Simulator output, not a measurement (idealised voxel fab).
This section sets out a process module, namely voxel self aligned vias.
Square cells of 5 nm make up the cross-section cut, whose width is 245 nm.
We lay out every cross-section as a grid of square cells and spell it out in bands from the top down, where one band means one or more rows of cells. First you get the band's top height and its bottom height, in nm, and then the materials it's made of, left to right, with each width in nm. If you see a single material with "all across", that one covers the band edge to edge. "blank" is empty space. Ref level 0: as-received wafer is one material below here. Bottom band extends down with no lower bound ("0..down"). Width spec "30 to 40" -> top row of cells at first value, bottom row at second value, equal per-row change in between. What does "nothing was modified" mean for a step? It means no cell of the cross-section changed in that step. The label "Listed closed voids" introduces a list of the empty spaces, 8 cells or larger, that have no open way up to the top; each entry in it reads width x height at distance, where the distance is taken from the left edge and all three are stated in nm. Step line, after settings: the simulator's comment on this step. The line of a step may include "overlay nm". On a step with a mask, this value is how far to the right of its planned place the mask lay. A negative value means the mask lay to the left.

Steps planned for the process:
step 1: op RECEIVE | material Si
step 2: op CONFORMAL_DEP | material SiO2 | thk nm 10
step 3: op CONFORMAL_DEP | material SiCN | thk nm 5
step 4: op DIRECTIONAL_DEP | material lowk | thk nm 25
step 5: op MASKED_ETCH | tone open | mask id LINES | width nm 25 | pitch nm 75 | etch materials lowk | depth nm 25 | overlay nm 0
step 6: op CONFORMAL_DEP | material TiN | thk nm 5
step 7: op FILL_DEP | material Ru | thk nm 10
step 8: op CMP | height nm 40
step 9: op SELECTIVE_ETCH | etch materials W Ru TiN | depth nm 5
step 10: op FILL_DEP | material SiN | thk nm 5
step 11: op CMP | height nm 40
step 12: op DIRECTIONAL_DEP | material lowk | thk nm 15
step 13: op DIRECTIONAL_DEP | material aC | thk nm 10
step 14: op PATTERN | tone open | mask id VIAS | material resist | width nm 45 | thk nm 25 | overlay nm 0
step 15: op DIRECTIONAL_ETCH | etch materials aC | depth nm 10
step 16: op STRIP | etch materials resist
step 17: op DIRECTIONAL_ETCH | etch materials lowk | depth nm 15
step 18: op DIRECTIONAL_ETCH | etch materials SiN | depth nm 5
step 19: op STRIP | etch materials aC
step 20: op CONFORMAL_DEP | material TiN | thk nm 5
step 21: op FILL_DEP | material Ru | thk nm 10
step 22: op CMP | height nm 55
step 23: op CONFORMAL_DEP | material SiCN | thk nm 5

Wafer cross-section on receipt, i.e. after step 1:
> 0..down = Si all across
> Listed closed voids: none

Looking at the first of two wafers in cross-section at end of module - ran to plan:
> 60..55 = SiCN all across
> 55..45 = lowk (60) | TiN (5) | Ru (35) | TiN (5) | lowk (140)
> 45..40 = lowk (60) | TiN (15) | Ru (15) | TiN (15) | lowk (140)
> 40..35 = lowk (70) | TiN (25) | lowk (50) | SiN (25) | lowk (75)
> 35..20 = lowk (70) | TiN (5) | Ru (15) | TiN (5) | lowk (50) | TiN (5) | Ru (15) | TiN (5) | lowk (75)
> 20..15 = lowk (70) | TiN (25) | lowk (50) | TiN (25) | lowk (75)
> 15..10 = SiCN all across
> 10..0 = SiO2 all across
> 0..down = Si all across
> Listed closed voids: none

Second wafer of the two, sectioned at the end of the module. It began like the first and followed the same plan, but one mistake was made while running it:
> 60..55 = SiCN all across
> 55..40 = lowk (60) | TiN (5) | Ru (35) | TiN (5) | lowk (140)
> 40..35 = SiN (60) | TiN (45) | SiN (140)
> 35..30 = TiN (75) | Ru (15) | TiN (60) | Ru (15) | TiN (80)
> 30..10 = lowk (70) | TiN (5) | Ru (15) | TiN (5) | lowk (50) | TiN (5) | Ru (15) | TiN (5) | lowk (75)
> 10..5 = lowk (70) | TiN (25) | lowk (50) | TiN (25) | lowk (75)
> 5..0 = SiCN all across
> 0..down = Si all across
> Listed closed voids: none
In executing the process, a mistake was made relative to the plan: step 2 of the plan: omitted, not performed
Materials where the second wafer ends with more or fewer cells than the first: Ru: 16 more | SiN: 35 more | SiO2: 98 fewer | TiN: 47 more
